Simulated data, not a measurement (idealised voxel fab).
process module | voxel transistor to metal
cross-section cut | 290 nm wide | cells 5 nm
A cross-section is a grid of square cells, given in bands from the top down. A band is one or more rows of cells.
Each band's line starts with the height of the band's top and of its bottom, in nm. Then come its materials from left to right, each with its width in nm. One material with "throughout" fills the band from edge to edge. "air" is empty space.
Height 0 is the level under which the wafer as received is all one material. The lowest band goes on downwards, as in "0 down".
A width such as "30 to 40" changes by the same amount from each row of cells to the next, from the band's top row to its bottom row.
"no change" after a step means that no cell of the cross-section changed.
closed voids: empty space of 8 cells or more with no open way to the top, each as width x height at its distance from the left edge, in nm
after a step's settings: what the simulator itself notes on the step
overlay nm, on a step with a mask: how far to the right of its planned place the mask lay; to the left if negative
plan
1 op RECEIVE | material Si
2 op OXIDIZE | depth nm 5
3 op CONFORMAL_DEP | material SiN | thk nm 10
4 op PATTERN | tone cover | mask id ACTIVE | material resist | width nm 95 | pitch nm 115 | thk nm 20 | overlay nm 0
5 op DIRECTIONAL_ETCH | etch materials SiN | depth nm 10
6 op DIRECTIONAL_ETCH | etch materials SiO2 | depth nm 5
7 op DIRECTIONAL_ETCH | etch materials Si | depth nm 35
8 op STRIP | etch materials resist
9 op FILL_DEP | material SiO2 | thk nm 10
10 op CMP | height nm 10
11 op SELECTIVE_ETCH | etch materials SiO2 | depth nm 10
12 op STRIP | etch materials SiN
13 op SELECTIVE_ETCH | etch materials SiO2 | depth nm 5
14 op OXIDIZE | depth nm 5
15 op DIRECTIONAL_DEP | material polySi | thk nm 30
16 op DIRECTIONAL_DEP | material SiCN | thk nm 10
17 op DIRECTIONAL_DEP | material aC | thk nm 15
18 op PATTERN | tone cover | mask id GATE | material resist | width nm 25 | pitch nm 115 | thk nm 35 | overlay nm 0
19 op DIRECTIONAL_ETCH | etch materials aC | depth nm 15
20 op STRIP | etch materials resist
21 op DIRECTIONAL_ETCH | etch materials SiCN | depth nm 20
22 op DIRECTIONAL_ETCH | etch materials polySi | depth nm 40
23 op STRIP | etch materials aC
24 op CONFORMAL_DEP | material SiO2 | thk nm 5
25 op DIRECTIONAL_ETCH | etch materials SiO2 | depth nm 5
26 op CONFORMAL_DEP | material SiN | thk nm 10
27 op DIRECTIONAL_ETCH | etch materials SiN | depth nm 10
28 op DIRECTIONAL_ETCH | etch materials SiO2 | depth nm 5
29 op DIRECTIONAL_ETCH | etch materials Si | depth nm 15
30 op EPI | material nSi | thk nm 20
31 op FILL_DEP | material SiO2 | thk nm 10
32 op CMP | height nm 25
33 op STRIP | etch materials polySi
34 op SELECTIVE_ETCH | etch materials SiO2 | depth nm 5
35 op CONFORMAL_DEP | material HfO2 | thk nm 5
36 op CONFORMAL_DEP | material TiN | thk nm 5
37 op FILL_DEP | material W | thk nm 5
38 op CMP | height nm 20
39 op DIRECTIONAL_DEP | material SiO2 | thk nm 10
40 op PATTERN | tone open | mask id CONTACT | material resist | width nm 15 | thk nm 15 | overlay nm 0
41 op DIRECTIONAL_ETCH | etch materials SiO2 | depth nm 20
42 op STRIP | etch materials resist
43 op CONFORMAL_DEP | material TiN | thk nm 5
44 op FILL_DEP | material W | thk nm 5
45 op CMP | height nm 30
46 op CONFORMAL_DEP | material SiN | thk nm 5
47 op DIRECTIONAL_DEP | material lowk | thk nm 20
48 op MASKED_ETCH | tone open | mask id METAL_1 | width nm 15 | etch materials lowk | depth nm 20 | overlay nm 0
49 op MASKED_ETCH | tone open | mask id METAL_1 | width nm 15 | etch materials SiN | depth nm 5 | overlay nm 0
50 op CONFORMAL_DEP | material TiN | thk nm 5
51 op FILL_DEP | material Ru | thk nm 10
52 op CMP | height nm 55
53 op CONFORMAL_DEP | material SiCN | thk nm 5
54 op DIRECTIONAL_DEP | material lowk | thk nm 25
55 op PATTERN | tone open | mask id METAL_2 | material resist | width nm 15 | pitch nm 115 | thk nm 15 | overlay nm 0
56 op DIRECTIONAL_ETCH | etch materials lowk | depth nm 15
57 op STRIP | etch materials resist
58 op DIRECTIONAL_DEP | material aC | thk nm 15
59 op PATTERN | tone open | mask id METAL_2_HOLES | material resist | width nm 15 | pitch nm 115 | thk nm 30 | overlay nm 0
60 op DIRECTIONAL_ETCH | etch materials aC | depth nm 15
61 op STRIP | etch materials resist
62 op DIRECTIONAL_ETCH | etch materials lowk | depth nm 10
63 op DIRECTIONAL_ETCH | etch materials SiCN | depth nm 5
64 op STRIP | etch materials aC
65 op CONFORMAL_DEP | material TiN | thk nm 5
66 op FILL_DEP | material Ru | thk nm 5
67 op CMP | height nm 85
68 op CONFORMAL_DEP | material SiCN | thk nm 5
first wafer, as planned
as received, after step 1
  0 down: Si throughout
  closed voids: none
after step 2
  0 to -5: SiO2 throughout
  below -5: unchanged
after step 3
  10 to 0: SiN throughout
  below 0: unchanged
after step 4
  30 to 10: air 40 | resist 95 | air 20 | resist 95 | air 40
  below 10: unchanged
after step 5
  30 to 10: air 40 | resist 95 | air 20 | resist 95 | air 40
  10 to 0: air 40 | SiN 95 | air 20 | SiN 95 | air 40
  below 0: unchanged
after step 6
  30 to 10: air 40 | resist 95 | air 20 | resist 95 | air 40
  10 to 0: air 40 | SiN 95 | air 20 | SiN 95 | air 40
  0 to -5: air 40 | SiO2 95 | air 20 | SiO2 95 | air 40
  below -5: unchanged
after step 7
  30 to 10: air 40 | resist 95 | air 20 | resist 95 | air 40
  10 to 0: air 40 | SiN 95 | air 20 | SiN 95 | air 40
  0 to -5: air 40 | SiO2 95 | air 20 | SiO2 95 | air 40
  -5 to -40: air 40 | Si 95 | air 20 | Si 95 | air 40
  below -40: unchanged
after step 8
  10 to 0: air 40 | SiN 95 | air 20 | SiN 95 | air 40
  below 0: unchanged
after step 9
  20 to 10: SiO2 throughout
  10 to 0: SiO2 40 | SiN 95 | SiO2 20 | SiN 95 | SiO2 40
  0 to -5: SiO2 throughout
  -5 to -40: SiO2 40 | Si 95 | SiO2 20 | Si 95 | SiO2 40
  below -40: unchanged
after step 10
  10 to 0: SiO2 40 | SiN 95 | SiO2 20 | SiN 95 | SiO2 40
  below 0: unchanged
after step 11
  10 to 0: air 40 | SiN 95 | air 20 | SiN 95 | air 40
  below 0: unchanged
after step 12
  0 to -5: SiO2 throughout
  below -5: unchanged
after step 13
  -5 to -40: SiO2 40 | Si 95 | SiO2 20 | Si 95 | SiO2 40
  below -40: unchanged
after step 14
  -5 to -10: SiO2 throughout
  below -10: unchanged
after step 15
  25 to -5: polySi throughout
  below -5: unchanged
after step 16
  35 to 25: SiCN throughout
  below 25: unchanged
after step 17
  50 to 35: aC throughout
  below 35: unchanged
after step 18
  85 to 50: air 75 | resist 25 | air 90 | resist 25 | air 75
  below 50: unchanged
after step 19
  70 to 50: air 75 | resist 25 | air 90 | resist 25 | air 75
  50 to 35: air 75 | aC 25 | air 90 | aC 25 | air 75
  below 35: unchanged
after step 20
  50 to 35: air 75 | aC 25 | air 90 | aC 25 | air 75
  below 35: unchanged
after step 21
  50 to 35: air 75 | aC 25 | air 90 | aC 25 | air 75
  35 to 25: air 75 | SiCN 25 | air 90 | SiCN 25 | air 75
  below 25: unchanged
after step 22
  50 to 35: air 75 | aC 25 | air 90 | aC 25 | air 75
  35 to 25: air 75 | SiCN 25 | air 90 | SiCN 25 | air 75
  25 to -5: air 75 | polySi 25 | air 90 | polySi 25 | air 75
  below -5: unchanged
after step 23
  35 to 25: air 75 | SiCN 25 | air 90 | SiCN 25 | air 75
  below 25: unchanged
after step 24
  40 to 35: air 70 | SiO2 35 | air 80 | SiO2 35 | air 70
  35 to 25: air 70 | SiO2 5 | SiCN 25 | SiO2 5 | air 80 | SiO2 5 | SiCN 25 | SiO2 5 | air 70
  25 to 0: air 70 | SiO2 5 | polySi 25 | SiO2 5 | air 80 | SiO2 5 | polySi 25 | SiO2 5 | air 70
  0 to -5: SiO2 75 | polySi 25 | SiO2 90 | polySi 25 | SiO2 75
  below -5: unchanged
after step 25
  35 to 25: air 70 | SiO2 5 | SiCN 25 | SiO2 5 | air 80 | SiO2 5 | SiCN 25 | SiO2 5 | air 70
  25 to -5: air 70 | SiO2 5 | polySi 25 | SiO2 5 | air 80 | SiO2 5 | polySi 25 | SiO2 5 | air 70
  below -5: unchanged
after step 26
  45 to 35: air 60 | SiN 55 | air 60 | SiN 55 | air 60
  35 to 25: air 60 | SiN 10 | SiO2 5 | SiCN 25 | SiO2 5 | SiN 10 | air 60 | SiN 10 | SiO2 5 | SiCN 25 | SiO2 5 | SiN 10 | air 60
  25 to 5: air 60 | SiN 10 | SiO2 5 | polySi 25 | SiO2 5 | SiN 10 | air 60 | SiN 10 | SiO2 5 | polySi 25 | SiO2 5 | SiN 10 | air 60
  5 to -5: SiN 70 | SiO2 5 | polySi 25 | SiO2 5 | SiN 80 | SiO2 5 | polySi 25 | SiO2 5 | SiN 70
  below -5: unchanged
after step 27
  35 to 25: air 60 | SiN 10 | SiO2 5 | SiCN 25 | SiO2 5 | SiN 10 | air 60 | SiN 10 | SiO2 5 | SiCN 25 | SiO2 5 | SiN 10 | air 60
  25 to -5: air 60 | SiN 10 | SiO2 5 | polySi 25 | SiO2 5 | SiN 10 | air 60 | SiN 10 | SiO2 5 | polySi 25 | SiO2 5 | SiN 10 | air 60
  below -5: unchanged
after step 28
  35 to 30: air 60 | SiN 10 | air 5 | SiCN 25 | air 5 | SiN 10 | air 60 | SiN 10 | air 5 | SiCN 25 | air 5 | SiN 10 | air 60
  30 to 25: air 60 | SiN 10 | SiO2 5 | SiCN 25 | SiO2 5 | SiN 10 | air 60 | SiN 10 | SiO2 5 | SiCN 25 | SiO2 5 | SiN 10 | air 60
  25 to -5: air 60 | SiN 10 | SiO2 5 | polySi 25 | SiO2 5 | SiN 10 | air 60 | SiN 10 | SiO2 5 | polySi 25 | SiO2 5 | SiN 10 | air 60
  -5 to -10: air 60 | SiO2 55 | air 60 | SiO2 55 | air 60
  below -10: unchanged
after step 29
  35 to 30: air 60 | SiN 10 | air 5 | SiCN 25 | air 5 | SiN 10 | air 60 | SiN 10 | air 5 | SiCN 25 | air 5 | SiN 10 | air 60
  30 to 25: air 60 | SiN 10 | SiO2 5 | SiCN 25 | SiO2 5 | SiN 10 | air 60 | SiN 10 | SiO2 5 | SiCN 25 | SiO2 5 | SiN 10 | air 60
  25 to -5: air 60 | SiN 10 | SiO2 5 | polySi 25 | SiO2 5 | SiN 10 | air 60 | SiN 10 | SiO2 5 | polySi 25 | SiO2 5 | SiN 10 | air 60
  -5 to -10: air 60 | SiO2 55 | air 60 | SiO2 55 | air 60
  -10 to -25: SiO2 40 | air 20 | Si 55 | air 20 | SiO2 20 | air 20 | Si 55 | air 20 | SiO2 40
  below -25: unchanged
after step 30
  35 to 30: air 60 | SiN 10 | air 5 | SiCN 25 | air 5 | SiN 10 | air 60 | SiN 10 | air 5 | SiCN 25 | air 5 | SiN 10 | air 60
  30 to 25: air 60 | SiN 10 | SiO2 5 | SiCN 25 | SiO2 5 | SiN 10 | air 60 | SiN 10 | SiO2 5 | SiCN 25 | SiO2 5 | SiN 10 | air 60
  25 to 10: air 60 | SiN 10 | SiO2 5 | polySi 25 | SiO2 5 | SiN 10 | air 60 | SiN 10 | SiO2 5 | polySi 25 | SiO2 5 | SiN 10 | air 60
  10 to -5: air 40 | nSi 20 | SiN 10 | SiO2 5 | polySi 25 | SiO2 5 | SiN 10 | nSi 20 | air 20 | nSi 20 | SiN 10 | SiO2 5 | polySi 25 | SiO2 5 | SiN 10 | nSi 20 | air 40
  -5 to -10: air 35 | nSi 25 | SiO2 55 | nSi 25 | air 10 | nSi 25 | SiO2 55 | nSi 25 | air 35
  -10 to -25: SiO2 40 | nSi 20 | Si 55 | nSi 20 | SiO2 20 | nSi 20 | Si 55 | nSi 20 | SiO2 40
  below -25: unchanged
after step 31
  45 to 35: SiO2 throughout
  35 to 25: SiO2 60 | SiN 10 | SiO2 5 | SiCN 25 | SiO2 5 | SiN 10 | SiO2 60 | SiN 10 | SiO2 5 | SiCN 25 | SiO2 5 | SiN 10 | SiO2 60
  25 to 10: SiO2 60 | SiN 10 | SiO2 5 | polySi 25 | SiO2 5 | SiN 10 | SiO2 60 | SiN 10 | SiO2 5 | polySi 25 | SiO2 5 | SiN 10 | SiO2 60
  10 to -5: SiO2 40 | nSi 20 | SiN 10 | SiO2 5 | polySi 25 | SiO2 5 | SiN 10 | nSi 20 | SiO2 20 | nSi 20 | SiN 10 | SiO2 5 | polySi 25 | SiO2 5 | SiN 10 | nSi 20 | SiO2 40
  -5 to -10: SiO2 35 | nSi 25 | SiO2 55 | nSi 25 | SiO2 10 | nSi 25 | SiO2 55 | nSi 25 | SiO2 35
  below -10: unchanged
after step 32
  25 to 10: SiO2 60 | SiN 10 | SiO2 5 | polySi 25 | SiO2 5 | SiN 10 | SiO2 60 | SiN 10 | SiO2 5 | polySi 25 | SiO2 5 | SiN 10 | SiO2 60
  below 10: unchanged
after step 33
  25 to 10: SiO2 60 | SiN 10 | SiO2 5 | air 25 | SiO2 5 | SiN 10 | SiO2 60 | SiN 10 | SiO2 5 | air 25 | SiO2 5 | SiN 10 | SiO2 60
  10 to -5: SiO2 40 | nSi 20 | SiN 10 | SiO2 5 | air 25 | SiO2 5 | SiN 10 | nSi 20 | SiO2 20 | nSi 20 | SiN 10 | SiO2 5 | air 25 | SiO2 5 | SiN 10 | nSi 20 | SiO2 40
  below -5: unchanged
after step 34
  25 to 20: air 60 | SiN 10 | air 35 | SiN 10 | air 60 | SiN 10 | air 35 | SiN 10 | air 60
  20 to 10: SiO2 60 | SiN 10 | air 35 | SiN 10 | SiO2 60 | SiN 10 | air 35 | SiN 10 | SiO2 60
  10 to -5: SiO2 40 | nSi 20 | SiN 10 | air 35 | SiN 10 | nSi 20 | SiO2 20 | nSi 20 | SiN 10 | air 35 | SiN 10 | nSi 20 | SiO2 40
  -5 to -10: SiO2 35 | nSi 25 | SiO2 10 | air 35 | SiO2 10 | nSi 25 | SiO2 10 | nSi 25 | SiO2 10 | air 35 | SiO2 10 | nSi 25 | SiO2 35
  below -10: unchanged
after step 35
  30 to 25: air 55 | HfO2 20 | air 25 | HfO2 20 | air 50 | HfO2 20 | air 25 | HfO2 20 | air 55
  25 to 20: HfO2 60 | SiN 10 | HfO2 5 | air 25 | HfO2 5 | SiN 10 | HfO2 60 | SiN 10 | HfO2 5 | air 25 | HfO2 5 | SiN 10 | HfO2 60
  20 to 10: SiO2 60 | SiN 10 | HfO2 5 | air 25 | HfO2 5 | SiN 10 | SiO2 60 | SiN 10 | HfO2 5 | air 25 | HfO2 5 | SiN 10 | SiO2 60
  10 to -5: SiO2 40 | nSi 20 | SiN 10 | HfO2 5 | air 25 | HfO2 5 | SiN 10 | nSi 20 | SiO2 20 | nSi 20 | SiN 10 | HfO2 5 | air 25 | HfO2 5 | SiN 10 | nSi 20 | SiO2 40
  -5 to -10: SiO2 35 | nSi 25 | SiO2 10 | HfO2 35 | SiO2 10 | nSi 25 | SiO2 10 | nSi 25 | SiO2 10 | HfO2 35 | SiO2 10 | nSi 25 | SiO2 35
  below -10: unchanged
after step 36
  35 to 30: air 50 | TiN 30 | air 15 | TiN 30 | air 40 | TiN 30 | air 15 | TiN 30 | air 50
  30 to 25: TiN 55 | HfO2 20 | TiN 5 | air 15 | TiN 5 | HfO2 20 | TiN 50 | HfO2 20 | TiN 5 | air 15 | TiN 5 | HfO2 20 | TiN 55
  25 to 20: HfO2 60 | SiN 10 | HfO2 5 | TiN 5 | air 15 | TiN 5 | HfO2 5 | SiN 10 | HfO2 60 | SiN 10 | HfO2 5 | TiN 5 | air 15 | TiN 5 | HfO2 5 | SiN 10 | HfO2 60
  20 to 10: SiO2 60 | SiN 10 | HfO2 5 | TiN 5 | air 15 | TiN 5 | HfO2 5 | SiN 10 | SiO2 60 | SiN 10 | HfO2 5 | TiN 5 | air 15 | TiN 5 | HfO2 5 | SiN 10 | SiO2 60
  10 to 0: SiO2 40 | nSi 20 | SiN 10 | HfO2 5 | TiN 5 | air 15 | TiN 5 | HfO2 5 | SiN 10 | nSi 20 | SiO2 20 | nSi 20 | SiN 10 | HfO2 5 | TiN 5 | air 15 | TiN 5 | HfO2 5 | SiN 10 | nSi 20 | SiO2 40
  0 to -5: SiO2 40 | nSi 20 | SiN 10 | HfO2 5 | TiN 25 | HfO2 5 | SiN 10 | nSi 20 | SiO2 20 | nSi 20 | SiN 10 | HfO2 5 | TiN 25 | HfO2 5 | SiN 10 | nSi 20 | SiO2 40
  below -5: unchanged
after step 37
  40 to 35: W throughout
  35 to 30: W 50 | TiN 30 | W 15 | TiN 30 | W 40 | TiN 30 | W 15 | TiN 30 | W 50
  30 to 25: TiN 55 | HfO2 20 | TiN 5 | W 15 | TiN 5 | HfO2 20 | TiN 50 | HfO2 20 | TiN 5 | W 15 | TiN 5 | HfO2 20 | TiN 55
  25 to 20: HfO2 60 | SiN 10 | HfO2 5 | TiN 5 | W 15 | TiN 5 | HfO2 5 | SiN 10 | HfO2 60 | SiN 10 | HfO2 5 | TiN 5 | W 15 | TiN 5 | HfO2 5 | SiN 10 | HfO2 60
  20 to 10: SiO2 60 | SiN 10 | HfO2 5 | TiN 5 | W 15 | TiN 5 | HfO2 5 | SiN 10 | SiO2 60 | SiN 10 | HfO2 5 | TiN 5 | W 15 | TiN 5 | HfO2 5 | SiN 10 | SiO2 60
  10 to 0: SiO2 40 | nSi 20 | SiN 10 | HfO2 5 | TiN 5 | W 15 | TiN 5 | HfO2 5 | SiN 10 | nSi 20 | SiO2 20 | nSi 20 | SiN 10 | HfO2 5 | TiN 5 | W 15 | TiN 5 | HfO2 5 | SiN 10 | nSi 20 | SiO2 40
  below 0: unchanged
after step 38
  20 to 10: SiO2 60 | SiN 10 | HfO2 5 | TiN 5 | W 15 | TiN 5 | HfO2 5 | SiN 10 | SiO2 60 | SiN 10 | HfO2 5 | TiN 5 | W 15 | TiN 5 | HfO2 5 | SiN 10 | SiO2 60
  below 10: unchanged
after step 39
  30 to 20: SiO2 throughout
  below 20: unchanged
after step 40
  45 to 30: resist 45 | air 15 | resist 55 | air 15 | resist 30 | air 15 | resist 55 | air 15 | resist 45
  below 30: unchanged
after step 41
  45 to 30: resist 45 | air 15 | resist 55 | air 15 | resist 30 | air 15 | resist 55 | air 15 | resist 45
  30 to 20: SiO2 45 | air 15 | SiO2 55 | air 15 | SiO2 30 | air 15 | SiO2 55 | air 15 | SiO2 45
  20 to 10: SiO2 45 | air 15 | SiN 10 | HfO2 5 | TiN 5 | W 15 | TiN 5 | HfO2 5 | SiN 10 | air 15 | SiO2 30 | air 15 | SiN 10 | HfO2 5 | TiN 5 | W 15 | TiN 5 | HfO2 5 | SiN 10 | air 15 | SiO2 45
  below 10: unchanged
after step 42
  30 to 20: SiO2 45 | air 15 | SiO2 55 | air 15 | SiO2 30 | air 15 | SiO2 55 | air 15 | SiO2 45
  below 20: unchanged
after step 43
  35 to 30: TiN 50 | air 5 | TiN 65 | air 5 | TiN 40 | air 5 | TiN 65 | air 5 | TiN 50
  30 to 20: SiO2 45 | TiN 5 | air 5 | TiN 5 | SiO2 55 | TiN 5 | air 5 | TiN 5 | SiO2 30 | TiN 5 | air 5 | TiN 5 | SiO2 55 | TiN 5 | air 5 | TiN 5 | SiO2 45
  20 to 15: SiO2 45 | TiN 5 | air 5 | TiN 5 | SiN 10 | HfO2 5 | TiN 5 | W 15 | TiN 5 | HfO2 5 | SiN 10 | TiN 5 | air 5 | TiN 5 | SiO2 30 | TiN 5 | air 5 | TiN 5 | SiN 10 | HfO2 5 | TiN 5 | W 15 | TiN 5 | HfO2 5 | SiN 10 | TiN 5 | air 5 | TiN 5 | SiO2 45
  15 to 10: SiO2 45 | TiN 15 | SiN 10 | HfO2 5 | TiN 5 | W 15 | TiN 5 | HfO2 5 | SiN 10 | TiN 15 | SiO2 30 | TiN 15 | SiN 10 | HfO2 5 | TiN 5 | W 15 | TiN 5 | HfO2 5 | SiN 10 | TiN 15 | SiO2 45
  below 10: unchanged
after step 44
  40 to 35: W throughout
  35 to 30: TiN 50 | W 5 | TiN 65 | W 5 | TiN 40 | W 5 | TiN 65 | W 5 | TiN 50
  30 to 20: SiO2 45 | TiN 5 | W 5 | TiN 5 | SiO2 55 | TiN 5 | W 5 | TiN 5 | SiO2 30 | TiN 5 | W 5 | TiN 5 | SiO2 55 | TiN 5 | W 5 | TiN 5 | SiO2 45
  20 to 15: SiO2 45 | TiN 5 | W 5 | TiN 5 | SiN 10 | HfO2 5 | TiN 5 | W 15 | TiN 5 | HfO2 5 | SiN 10 | TiN 5 | W 5 | TiN 5 | SiO2 30 | TiN 5 | W 5 | TiN 5 | SiN 10 | HfO2 5 | TiN 5 | W 15 | TiN 5 | HfO2 5 | SiN 10 | TiN 5 | W 5 | TiN 5 | SiO2 45
  below 15: unchanged
after step 45
  30 to 20: SiO2 45 | TiN 5 | W 5 | TiN 5 | SiO2 55 | TiN 5 | W 5 | TiN 5 | SiO2 30 | TiN 5 | W 5 | TiN 5 | SiO2 55 | TiN 5 | W 5 | TiN 5 | SiO2 45
  below 20: unchanged
after step 46
  35 to 30: SiN throughout
  below 30: unchanged
after step 47
  55 to 35: lowk throughout
  below 35: unchanged
after step 48
  55 to 35: lowk 45 | air 15 | lowk 55 | air 15 | lowk 30 | air 15 | lowk 55 | air 15 | lowk 45
  below 35: unchanged
after step 49
  55 to 35: lowk 45 | air 15 | lowk 55 | air 15 | lowk 30 | air 15 | lowk 55 | air 15 | lowk 45
  35 to 30: SiN 45 | air 15 | SiN 55 | air 15 | SiN 30 | air 15 | SiN 55 | air 15 | SiN 45
  below 30: unchanged
after step 50
  60 to 55: TiN 50 | air 5 | TiN 65 | air 5 | TiN 40 | air 5 | TiN 65 | air 5 | TiN 50
  55 to 35: lowk 45 | TiN 5 | air 5 | TiN 5 | lowk 55 | TiN 5 | air 5 | TiN 5 | lowk 30 | TiN 5 | air 5 | TiN 5 | lowk 55 | TiN 5 | air 5 | TiN 5 | lowk 45
  35 to 30: SiN 45 | TiN 15 | SiN 55 | TiN 15 | SiN 30 | TiN 15 | SiN 55 | TiN 15 | SiN 45
  below 30: unchanged
after step 51
  70 to 60: Ru throughout
  60 to 55: TiN 50 | Ru 5 | TiN 65 | Ru 5 | TiN 40 | Ru 5 | TiN 65 | Ru 5 | TiN 50
  55 to 35: lowk 45 | TiN 5 | Ru 5 | TiN 5 | lowk 55 | TiN 5 | Ru 5 | TiN 5 | lowk 30 | TiN 5 | Ru 5 | TiN 5 | lowk 55 | TiN 5 | Ru 5 | TiN 5 | lowk 45
  below 35: unchanged
after step 52
  55 to 35: lowk 45 | TiN 5 | Ru 5 | TiN 5 | lowk 55 | TiN 5 | Ru 5 | TiN 5 | lowk 30 | TiN 5 | Ru 5 | TiN 5 | lowk 55 | TiN 5 | Ru 5 | TiN 5 | lowk 45
  below 35: unchanged
after step 53
  60 to 55: SiCN throughout
  below 55: unchanged
after step 54
  85 to 60: lowk throughout
  below 60: unchanged
after step 55
  100 to 85: resist 45 | air 15 | resist 100 | air 15 | resist 115
  below 85: unchanged
after step 56
  100 to 85: resist 45 | air 15 | resist 100 | air 15 | resist 115
  85 to 70: lowk 45 | air 15 | lowk 100 | air 15 | lowk 115
  below 70: unchanged
after step 57
  85 to 70: lowk 45 | air 15 | lowk 100 | air 15 | lowk 115
  below 70: unchanged
after step 58
  100 to 85: aC 45 | air 15 | aC 100 | air 15 | aC 115
  85 to 70: lowk 45 | aC 15 | lowk 100 | aC 15 | lowk 115
  below 70: unchanged
after step 59
  130 to 100: resist 45 | air 15 | resist 100 | air 15 | resist 115
  below 100: unchanged
after step 60
  115 to 100: resist 45 | air 15 | resist 100 | air 15 | resist 115
  100 to 85: aC 45 | air 15 | aC 100 | air 15 | aC 115
  85 to 70: lowk 45 | air 15 | lowk 100 | air 15 | lowk 115
  below 70: unchanged
after step 61
  100 to 85: aC 45 | air 15 | aC 100 | air 15 | aC 115
  below 85: unchanged
after step 62
  100 to 85: aC 45 | air 15 | aC 100 | air 15 | aC 115
  85 to 60: lowk 45 | air 15 | lowk 100 | air 15 | lowk 115
  below 60: unchanged
after step 63
  100 to 85: aC 45 | air 15 | aC 100 | air 15 | aC 115
  85 to 60: lowk 45 | air 15 | lowk 100 | air 15 | lowk 115
  60 to 55: SiCN 45 | air 15 | SiCN 100 | air 15 | SiCN 115
  below 55: unchanged
after step 64
  85 to 60: lowk 45 | air 15 | lowk 100 | air 15 | lowk 115
  below 60: unchanged
after step 65
  90 to 85: TiN 50 | air 5 | TiN 110 | air 5 | TiN 120
  85 to 60: lowk 45 | TiN 5 | air 5 | TiN 5 | lowk 100 | TiN 5 | air 5 | TiN 5 | lowk 115
  60 to 55: SiCN 45 | TiN 15 | SiCN 100 | TiN 15 | SiCN 115
  below 55: unchanged
after step 66
  95 to 90: Ru throughout
  90 to 85: TiN 50 | Ru 5 | TiN 110 | Ru 5 | TiN 120
  85 to 60: lowk 45 | TiN 5 | Ru 5 | TiN 5 | lowk 100 | TiN 5 | Ru 5 | TiN 5 | lowk 115
  below 60: unchanged
after step 67
  85 to 60: lowk 45 | TiN 5 | Ru 5 | TiN 5 | lowk 100 | TiN 5 | Ru 5 | TiN 5 | lowk 115
  below 60: unchanged
after step 68
  90 to 85: SiCN throughout
  below 85: unchanged
second wafer: like start, like plan, one mistake. Through step 47 it matches the first wafer
when step 48 should have ended
  55 to 35: air 45 | lowk 15 | air 55 | lowk 15 | air 30 | lowk 15 | air 55 | lowk 15 | air 45
  below 35: unchanged
when step 49 should have ended: no change
when step 50 should have ended
  60 to 55: air 40 | TiN 25 | air 45 | TiN 25 | air 20 | TiN 25 | air 45 | TiN 25 | air 40
  55 to 40: air 40 | TiN 5 | lowk 15 | TiN 5 | air 45 | TiN 5 | lowk 15 | TiN 5 | air 20 | TiN 5 | lowk 15 | TiN 5 | air 45 | TiN 5 | lowk 15 | TiN 5 | air 40
  40 to 35: TiN 45 | lowk 15 | TiN 55 | lowk 15 | TiN 30 | lowk 15 | TiN 55 | lowk 15 | TiN 45
  below 35: unchanged
when step 51 should have ended
  70 to 60: Ru throughout
  60 to 55: Ru 40 | TiN 25 | Ru 45 | TiN 25 | Ru 20 | TiN 25 | Ru 45 | TiN 25 | Ru 40
  55 to 40: Ru 40 | TiN 5 | lowk 15 | TiN 5 | Ru 45 | TiN 5 | lowk 15 | TiN 5 | Ru 20 | TiN 5 | lowk 15 | TiN 5 | Ru 45 | TiN 5 | lowk 15 | TiN 5 | Ru 40
  below 40: unchanged
when step 52 should have ended
  55 to 40: Ru 40 | TiN 5 | lowk 15 | TiN 5 | Ru 45 | TiN 5 | lowk 15 | TiN 5 | Ru 20 | TiN 5 | lowk 15 | TiN 5 | Ru 45 | TiN 5 | lowk 15 | TiN 5 | Ru 40
  below 40: unchanged
when step 53 should have ended
  60 to 55: SiCN throughout
  below 55: unchanged
when step 54 should have ended
  85 to 60: lowk throughout
  below 60: unchanged
when step 55 should have ended
  100 to 85: resist 45 | air 15 | resist 100 | air 15 | resist 115
  below 85: unchanged
when step 56 should have ended
  100 to 85: resist 45 | air 15 | resist 100 | air 15 | resist 115
  85 to 70: lowk 45 | air 15 | lowk 100 | air 15 | lowk 115
  below 70: unchanged
when step 57 should have ended
  85 to 70: lowk 45 | air 15 | lowk 100 | air 15 | lowk 115
  below 70: unchanged
when step 58 should have ended
  100 to 85: aC 45 | air 15 | aC 100 | air 15 | aC 115
  85 to 70: lowk 45 | aC 15 | lowk 100 | aC 15 | lowk 115
  below 70: unchanged
when step 59 should have ended
  130 to 100: resist 45 | air 15 | resist 100 | air 15 | resist 115
  below 100: unchanged
when step 60 should have ended
  115 to 100: resist 45 | air 15 | resist 100 | air 15 | resist 115
  100 to 85: aC 45 | air 15 | aC 100 | air 15 | aC 115
  85 to 70: lowk 45 | air 15 | lowk 100 | air 15 | lowk 115
  below 70: unchanged
when step 61 should have ended
  100 to 85: aC 45 | air 15 | aC 100 | air 15 | aC 115
  below 85: unchanged
when step 62 should have ended
  100 to 85: aC 45 | air 15 | aC 100 | air 15 | aC 115
  85 to 60: lowk 45 | air 15 | lowk 100 | air 15 | lowk 115
  below 60: unchanged
when step 63 should have ended
  100 to 85: aC 45 | air 15 | aC 100 | air 15 | aC 115
  85 to 60: lowk 45 | air 15 | lowk 100 | air 15 | lowk 115
  60 to 55: SiCN 45 | air 15 | SiCN 100 | air 15 | SiCN 115
  below 55: unchanged
when step 64 should have ended
  85 to 60: lowk 45 | air 15 | lowk 100 | air 15 | lowk 115
  below 60: unchanged
when step 65 should have ended
  90 to 85: TiN 50 | air 5 | TiN 110 | air 5 | TiN 120
  85 to 60: lowk 45 | TiN 5 | air 5 | TiN 5 | lowk 100 | TiN 5 | air 5 | TiN 5 | lowk 115
  60 to 55: SiCN 45 | TiN 15 | SiCN 100 | TiN 15 | SiCN 115
  below 55: unchanged
when step 66 should have ended
  95 to 90: Ru throughout
  90 to 85: TiN 50 | Ru 5 | TiN 110 | Ru 5 | TiN 120
  85 to 60: lowk 45 | TiN 5 | Ru 5 | TiN 5 | lowk 100 | TiN 5 | Ru 5 | TiN 5 | lowk 115
  below 60: unchanged
when step 67 should have ended
  85 to 60: lowk 45 | TiN 5 | Ru 5 | TiN 5 | lowk 100 | TiN 5 | Ru 5 | TiN 5 | lowk 115
  below 60: unchanged
when step 68 should have ended
  90 to 85: SiCN throughout
  below 85: unchanged
what went wrong: step 48 ran as: op MASKED_ETCH | tone cover | mask id METAL_1 | width nm 15 | etch materials lowk | depth nm 20 | overlay nm 0
at the end the second wafer has, in cells: 98 more of Ru | 12 more of SiN | 26 more of TiN | 136 fewer of lowk
